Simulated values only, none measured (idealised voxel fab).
This section sets out a process module, namely voxel transistor to metal.
It is cross-section cut that appears here, measuring 155 nm in width, its square cells being 5 nm in size.
In what follows, cross-sections appear as grids of square cells, described through bands that run from the top down, where every band is one or more rows of cells. What a band's entry tells you: where the top is and where the bottom is, as heights in nm, and after that what lies inside, material by material from left to right, each with its width in nm. Empty space is written as the word "blank", and a single material marked with the word "edge to edge" occupies the band from edge to edge. Below 0: as-received wafer, all one material; heights counted from there. Lowest band: no bottom, goes on down, written "0 nm and below". The expression "30..40" gives the width at the extremes of the band, the first number at its top row of cells and the second at its bottom row, with the width changing by equal amounts from each row to the next in between. Where the words "no change occurred" appear for a step, the cross-section shows no cell changed by that step; every cell remained as before. The label "Unvented cavities" introduces a list of the empty spaces, 8 cells or larger, that have no open way up to the top; each entry in it reads width x height at distance, where the distance is taken from the left edge and all three are stated in nm. Post-settings text on a step line: simulator's own remark regarding the step. A step's line can hold "overlay nm"; with a mask on that step, the setting says how far right of the planned place the mask lay, while a negative setting says it lay to the left.

# This section lists the process steps that were planned
1. RECEIVE,material Si
2. OXIDIZE,depth nm 5
3. CONFORMAL_DEP,material SiN,thk nm 15
4. DIRECTIONAL_DEP,material aC,thk nm 10
5. PATTERN,tone cover,mask id ACTIVE,material resist,width nm 105,thk nm 25,overlay nm 0
6. DIRECTIONAL_ETCH,etch materials aC,depth nm 10
7. STRIP,etch materials resist
8. DIRECTIONAL_ETCH,etch materials SiN,depth nm 15
9. DIRECTIONAL_ETCH,etch materials SiO2,depth nm 5
10. DIRECTIONAL_ETCH,etch materials Si,depth nm 30
11. STRIP,etch materials aC
12. OXIDIZE,depth nm 5
13. FILL_DEP,material SiO2,thk nm 15
14. CMP,height nm 15
15. SELECTIVE_ETCH,etch materials SiO2,depth nm 15
16. STRIP,etch materials SiN
17. SELECTIVE_ETCH,etch materials SiO2,depth nm 5
18. OXIDIZE,depth nm 5
19. DIRECTIONAL_DEP,material polySi,thk nm 25
20. DIRECTIONAL_DEP,material SiCN,thk nm 10
21. PATTERN,tone cover,mask id GATE,material resist,width nm 15,thk nm 15,overlay nm 0
22. DIRECTIONAL_ETCH,etch materials SiCN,depth nm 20
23. DIRECTIONAL_ETCH,etch materials polySi,depth nm 35
24. STRIP,etch materials resist
25. CONFORMAL_DEP,material SiN,thk nm 10
26. DIRECTIONAL_ETCH,etch materials SiN,depth nm 10
27. DIRECTIONAL_ETCH,etch materials SiO2,depth nm 5
28. EPI,material nSi,thk nm 5
29. FILL_DEP,material SiO2,thk nm 10
30. CMP,height nm 30
31. DIRECTIONAL_DEP,material SiO2,thk nm 10
32. PATTERN,tone open,mask id CONTACT,material resist,width nm 30,pitch nm 55,thk nm 20,overlay nm 0
33. DIRECTIONAL_ETCH,etch materials SiO2,depth nm 45
34. STRIP,etch materials resist
35. CONFORMAL_DEP,material TiN,thk nm 5
36. FILL_DEP,material Ru,thk nm 5
37. CMP,height nm 40
38. DIRECTIONAL_DEP,material TiN,thk nm 5
39. DIRECTIONAL_DEP,material Ru,thk nm 15
40. PATTERN,tone cover,mask id METAL_1,material resist,width nm 20,pitch nm 65,thk nm 15,overlay nm 0
41. DIRECTIONAL_ETCH,etch materials Ru,depth nm 15
42. DIRECTIONAL_ETCH,etch materials TiN,depth nm 5
43. STRIP,etch materials resist
44. CONFORMAL_DEP,material SiN,thk nm 5
45. FILL_DEP,material SiO2,thk nm 5
46. CMP,height nm 60
47. CONFORMAL_DEP,material SiCN,thk nm 5
48. DIRECTIONAL_DEP,material SiO2,thk nm 35
49. DIRECTIONAL_DEP,material aC,thk nm 10
50. PATTERN,tone open,mask id METAL_2_HOLES,material resist,width nm 15,pitch nm 65,thk nm 30,overlay nm 0
51. DIRECTIONAL_ETCH,etch materials aC,depth nm 10
52. STRIP,etch materials resist
53. DIRECTIONAL_ETCH,etch materials SiO2,depth nm 35
54. STRIP,etch materials aC
55. DIRECTIONAL_DEP,material aC,thk nm 15
56. PATTERN,tone open,mask id METAL_2,material resist,width nm 20,pitch nm 65,thk nm 35,overlay nm 0
57. DIRECTIONAL_ETCH,etch materials aC,depth nm 15
58. STRIP,etch materials resist
59. DIRECTIONAL_ETCH,etch materials SiO2,depth nm 20
60. DIRECTIONAL_ETCH,etch materials SiCN,depth nm 5
61. STRIP,etch materials aC
62. CONFORMAL_DEP,material TiN,thk nm 5
63. FILL_DEP,material Ru,thk nm 5
64. CMP,height nm 100
65. CONFORMAL_DEP,material SiN,thk nm 5
The plan's step 65 thk nm is the first wafer's value; the wafers differ in this setting and start identical.

# Incoming state of the first of several wafers in cross-section: after step 1
- 0 nm and below  Si edge to edge
- Unvented cavities: none

# After the module's final step, step 65: the first of several wafers in cross-section
- 105 nm to 100 nm  SiN edge to edge
- 100 nm to 85 nm  SiO2 (35), TiN (5), Ru (10), TiN (5), SiO2 (45), TiN (5), Ru (10), TiN (5), SiO2 (35)
- 85 nm to 80 nm  SiO2 (35), TiN (5), Ru (5), TiN (10), SiO2 (45), TiN (5), Ru (5), TiN (10), SiO2 (35)
- 80 nm to 65 nm  SiO2 (35), TiN (5), Ru (5), TiN (5), SiO2 (50), TiN (5), Ru (5), TiN (5), SiO2 (40)
- 65 nm to 60 nm  SiCN (35), TiN (15), SiCN (50), TiN (15), SiCN (40)
- 60 nm to 45 nm  SiO2 (30), SiN (5), Ru (20), SiN (5), SiO2 (35), SiN (5), Ru (20), SiN (5), SiO2 (30)
- 45 nm to 40 nm  SiN (35), TiN (20), SiN (45), TiN (20), SiN (35)
- 40 nm to 30 nm  SiO2 (35), TiN (5), Ru (20..15), TiN (5..10), SiO2 (25), TiN (5..10), Ru (20..15), TiN (5), SiO2 (35)
- 30 nm to 20 nm  SiO2 (35), TiN (5), Ru (15), TiN (5), SiN (10), SiCN (15), SiN (10), TiN (5), Ru (15), TiN (5), SiO2 (35)
- 20 nm to 0 nm  SiO2 (35), TiN (5), Ru (15), TiN (5), SiN (10), polySi (15), SiN (10), TiN (5), Ru (15), TiN (5), SiO2 (35)
- 0 nm to -5 nm  SiO2 (35), TiN (25), SiN (10), polySi (15), SiN (10), TiN (25), SiO2 (35)
- -5 nm to -10 nm  SiO2 (25), nSi (35), SiO2 (35), nSi (35), SiO2 (25)
- -10 nm to -40 nm  SiO2 (30), Si (95), SiO2 (30)
- -40 nm and below  Si edge to edge
- Unvented cavities: none

# Here's the last wafer cross-sectioned at the end of the module
- 120 nm to 100 nm  SiN edge to edge
- 100 nm to 85 nm  SiO2 (35), TiN (5), Ru (10), TiN (5), SiO2 (45), TiN (5), Ru (10), TiN (5), SiO2 (35)
- 85 nm to 80 nm  SiO2 (35), TiN (5), Ru (5), TiN (10), SiO2 (45), TiN (5), Ru (5), TiN (10), SiO2 (35)
- 80 nm to 65 nm  SiO2 (35), TiN (5), Ru (5), TiN (5), SiO2 (50), TiN (5), Ru (5), TiN (5), SiO2 (40)
- 65 nm to 60 nm  SiCN (35), TiN (15), SiCN (50), TiN (15), SiCN (40)
- 60 nm to 45 nm  SiO2 (30), SiN (5), Ru (20), SiN (5), SiO2 (35), SiN (5), Ru (20), SiN (5), SiO2 (30)
- 45 nm to 40 nm  SiN (35), TiN (20), SiN (45), TiN (20), SiN (35)
- 40 nm to 30 nm  SiO2 (35), TiN (5), Ru (20..15), TiN (5..10), SiO2 (25), TiN (5..10), Ru (20..15), TiN (5), SiO2 (35)
- 30 nm to 20 nm  SiO2 (35), TiN (5), Ru (15), TiN (5), SiN (10), SiCN (15), SiN (10), TiN (5), Ru (15), TiN (5), SiO2 (35)
- 20 nm to 0 nm  SiO2 (35), TiN (5), Ru (15), TiN (5), SiN (10), polySi (15), SiN (10), TiN (5), Ru (15), TiN (5), SiO2 (35)
- 0 nm to -5 nm  SiO2 (35), TiN (25), SiN (10), polySi (15), SiN (10), TiN (25), SiO2 (35)
- -5 nm to -10 nm  SiO2 (25), nSi (35), SiO2 (35), nSi (35), SiO2 (25)
- -10 nm to -40 nm  SiO2 (30), Si (95), SiO2 (30)
- -40 nm and below  Si edge to edge
- Unvented cavities: none

# Wafer rows, end of module: cells per material gained (+) or lost (-) since receipt; closed voids last
thk nm 5, +94 Ru, -134 Si, +31 SiCN, +94 SiN, +449 SiO2, +88 TiN, +14 nSi, +15 polySi, Unvented cavities: none
thk nm 10, +94 Ru, -134 Si, +31 SiCN, +125 SiN, +449 SiO2, +88 TiN, +14 nSi, +15 polySi, Unvented cavities: none
thk nm 15, +94 Ru, -134 Si, +31 SiCN, +156 SiN, +449 SiO2, +88 TiN, +14 nSi, +15 polySi, Unvented cavities: none
thk nm 20, +94 Ru, -134 Si, +31 SiCN, +187 SiN, +449 SiO2, +88 TiN, +14 nSi, +15 polySi, Unvented cavities: none
